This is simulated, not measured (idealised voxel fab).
Process module name: voxel fin reveal
This is section cut - it's 250 nm across, gridded in 5 nm square cells.
A cross-section is a grid of square cells, given in bands from the top down. A band is one or more rows of cells.
The entry gives the band's vertical extent as a top height and a bottom height in nm, then its horizontal make-up as materials from left to right, each with a width in nm. "air" stands for empty space; a single material marked "throughout" fills the band edge to edge.
It should be noted that heights are counted from 0, beneath which the wafer as supplied is of one material throughout, and that the lowest band possesses no lower boundary but continues downward, as written in "top 0, no bottom".
Note: "30->40" means the width goes from the first number (top row of the band) to the second number (bottom row) in equal steps per row of cells.
Basically "everything unchanged" means that step didn't change any cell in the cross-section.
Each empty space that has no open way to the top and spans at least 8 cells appears under "Enclosed internal cavities" as width x height at distance, the distance counted from the left edge, all in nm.
Text after the settings on a step's line: the simulator's own remark on that step.
What "overlay nm" on a step's line means: if the step has a mask, that mask lay this far to the right of its planned place, or, when the value is negative, to the left.

The following list gives the planned process steps
1 RECEIVE,material Si
2 CONFORMAL_DEP,material SiN,thk nm 10
3 DIRECTIONAL_DEP,material aC,thk nm 10
4 PATTERN,tone cover,mask id FINS,material resist,width nm 15,pitch nm 40,thk nm 25,overlay nm 0
5 DIRECTIONAL_ETCH,etch materials aC,depth nm 10
6 STRIP,etch materials resist
7 DIRECTIONAL_ETCH,etch materials SiN,depth nm 10
8 DIRECTIONAL_ETCH,etch materials Si,depth nm 40
9 STRIP,etch materials aC
10 OXIDIZE,depth nm 5
11 FILL_DEP,material SiO2,thk nm 15
12 CMP,height nm 10
13 SELECTIVE_ETCH,etch materials SiO2,depth nm 20
14 STRIP,etch materials SiN

The first wafer of two, processed as planned

Here's what the wafer looked like in cross-section when it arrived - that's after step 1
- top 0, no bottom  Si throughout
- Enclosed internal cavities: none

The wafer, seen in cross-section, after step 2
- top 10, bottom 0  SiN throughout
- Under 0: no change, same as before.

The wafer, seen in cross-section, after step 3
- top 20, bottom 10  aC throughout
- Under 10: no change, same as before.

The wafer, seen in cross-section, after step 4
- top 45, bottom 20  95 of air | 15 of resist | 25 of air | 15 of resist | 100 of air
- Under 20: no change, same as before.

The wafer, seen in cross-section, after step 5
- top 35, bottom 20  95 of air | 15 of resist | 25 of air | 15 of resist | 100 of air
- top 20, bottom 10  95 of air | 15 of aC | 25 of air | 15 of aC | 100 of air
- Under 10: no change, same as before.

The wafer, seen in cross-section, after step 6
- top 20, bottom 10  95 of air | 15 of aC | 25 of air | 15 of aC | 100 of air
- Under 10: no change, same as before.

The wafer, seen in cross-section, after step 7
- top 20, bottom 10  95 of air | 15 of aC | 25 of air | 15 of aC | 100 of air
- top 10, bottom 0  95 of air | 15 of SiN | 25 of air | 15 of SiN | 100 of air
- Under 0: no change, same as before.

The wafer, seen in cross-section, after step 8
- top 20, bottom 10  95 of air | 15 of aC | 25 of air | 15 of aC | 100 of air
- top 10, bottom 0  95 of air | 15 of SiN | 25 of air | 15 of SiN | 100 of air
- top 0, bottom -40  95 of air | 15 of Si | 25 of air | 15 of Si | 100 of air
- Under -40: no change, same as before.

The wafer, seen in cross-section, after step 9
- top 10, bottom 0  95 of air | 15 of SiN | 25 of air | 15 of SiN | 100 of air
- Under 0: no change, same as before.

The wafer, seen in cross-section, after step 10
- top 10, bottom 0  95 of air | 15 of SiN | 25 of air | 15 of SiN | 100 of air
- top 0, bottom -40  95 of air | 5 of SiO2 | 5 of Si | 5 of SiO2 | 25 of air | 5 of SiO2 | 5 of Si | 5 of SiO2 | 100 of air
- top -40, bottom -45  100 of SiO2 | 5 of Si | 35 of SiO2 | 5 of Si | 105 of SiO2
- Under -45: no change, same as before.

The wafer, seen in cross-section, after step 11
- top 25, bottom 10  SiO2 throughout
- top 10, bottom 0  95 of SiO2 | 15 of SiN | 25 of SiO2 | 15 of SiN | 100 of SiO2
- top 0, bottom -45  100 of SiO2 | 5 of Si | 35 of SiO2 | 5 of Si | 105 of SiO2
- Under -45: no change, same as before.

The wafer, seen in cross-section, after step 12
- top 10, bottom 0  95 of SiO2 | 15 of SiN | 25 of SiO2 | 15 of SiN | 100 of SiO2
- Under 0: no change, same as before.

The wafer, seen in cross-section, after step 13
- top 10, bottom 0  95 of air | 15 of SiN | 25 of air | 15 of SiN | 100 of air
- top 0, bottom -10  100 of air | 5 of Si | 35 of air | 5 of Si | 105 of air
- Under -10: no change, same as before.

The wafer, seen in cross-section, after step 14
- top 0, bottom -10  100 of air | 5 of Si | 35 of air | 5 of Si | 105 of air
- Under -10: no change, same as before.

Regarding the second of the two wafers: it shared the first wafer's starting condition and process plan, yet one error occurred during its execution. Its history coincides with that of the first wafer up to and including step 12

The second wafer in cross-section, at the planned close of step 13
- top 10, bottom 0  95 of SiO2 | 15 of air | 25 of SiO2 | 15 of air | 100 of SiO2
- Under 0: no change, same as before.

The second wafer in cross-section, at the planned close of step 14
- top 0, bottom -10  100 of air | 5 of Si | 35 of air | 5 of Si | 105 of air
- top -10, bottom -20  75 of SiO2 | 25 of air | 5 of Si | 35 of air | 5 of Si | 25 of air | 80 of SiO2
- Under -20: no change, same as before.
What went wrong in running the wafer? the intended sequence of steps 13 and 14 was reversed during processing, with each occupying the position of the other
End of process, cell counts, second wafer against first, materials with more or fewer: -34 SiO2
